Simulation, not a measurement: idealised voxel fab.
Process module name: voxel ribs on slabs
The figure presents cross-section cut, which has a width of 215 nm and is divided into square cells with an edge length of 5 nm.
In this document a cross-section is written as a grid of square cells. It is given as a series of bands, listed from the top down, and a band is one or more rows of cells.
Heights first: top, then bottom, in nm. Then materials, left to right, each with a width in nm. "everywhere" on a single material: fills the band edge to edge. "air": empty space.
Height reference: 0 = level under which incoming wafer is all one material. Lowest band: no bottom, runs on downward, e.g. "0 down".
The two numbers in a width such as "30->40" mark its ends across the band: the first belongs to the top row of cells, the second to the bottom row, and from each row to the next the width moves by the same amount.
"changes: none" -> step changed no cross-section cell.
The entry "Sealed voids" lists the empty spaces that cover at least 8 cells and have no open path to the top. Each is written as width x height at distance, where the distance is measured from the left edge and all three values are in nm.
Post-settings text on a step line: simulator's own remark regarding the step.
Regarding "overlay nm": on a step with a mask, it is the distance the mask lay to the right of its planned place; a negative value places it to the left.
# plan
- 1: RECEIVE: material Si
- 2: DIRECTIONAL_DEP: material SiO2, thk nm 30
- 3: DIRECTIONAL_DEP: material polySi, thk nm 15
- 4: PATTERN: tone cover, mask id RIB, material resist, width nm 20, thk nm 15, overlay nm 0
- 5: DIRECTIONAL_ETCH: etch materials polySi, depth nm 10
- 6: STRIP: etch materials resist
- 7: DIRECTIONAL_DEP: material aC, thk nm 10
- 8: PATTERN: tone cover, mask id SLAB, material resist, width nm 70, thk nm 30, overlay nm 0
- 9: DIRECTIONAL_ETCH: etch materials aC, depth nm 10
- 10: STRIP: etch materials resist
- 11: DIRECTIONAL_ETCH: etch materials polySi, depth nm 5
- 12: STRIP: etch materials aC
- 13: FILL_DEP: material SiO2, thk nm 20
- 14: CMP: height nm 55
- 15: DIRECTIONAL_DEP: material TiN, thk nm 5
- 16: DIRECTIONAL_DEP: material aC, thk nm 10
- 17: PATTERN: tone cover, mask id HEATER, material resist, width nm 30, thk nm 30, overlay nm 0
- 18: DIRECTIONAL_ETCH: etch materials aC, depth nm 10
- 19: STRIP: etch materials resist
- 20: DIRECTIONAL_ETCH: etch materials TiN, depth nm 5
- 21: STRIP: etch materials aC
- 22: CONFORMAL_DEP: material SiO2, thk nm 5
# Cross-section of the wafer as it came to us, i.e., already through step 1
  0 down | Si everywhere
  Sealed voids: none
# Result of the module, cross-sectioned: start per above, plan per above, one error in how it was run
  65 to 60 | air 85 nm | SiO2 40 nm | air 90 nm
  60 to 55 | SiO2 90 nm | TiN 30 nm | SiO2 95 nm
  55 to 45 | SiO2 everywhere
  45 to 35 | SiO2 95 nm | polySi 20 nm | SiO2 100 nm
  35 to 30 | SiO2 70 nm | polySi 75 nm | SiO2 70 nm
  30 to 0 | SiO2 everywhere
  0 down | Si everywhere
  Sealed voids: none
Plan not followed: step 8 off recipe, ran as PATTERN: tone cover, mask id SLAB, material resist, width nm 75, thk nm 30, overlay nm 0
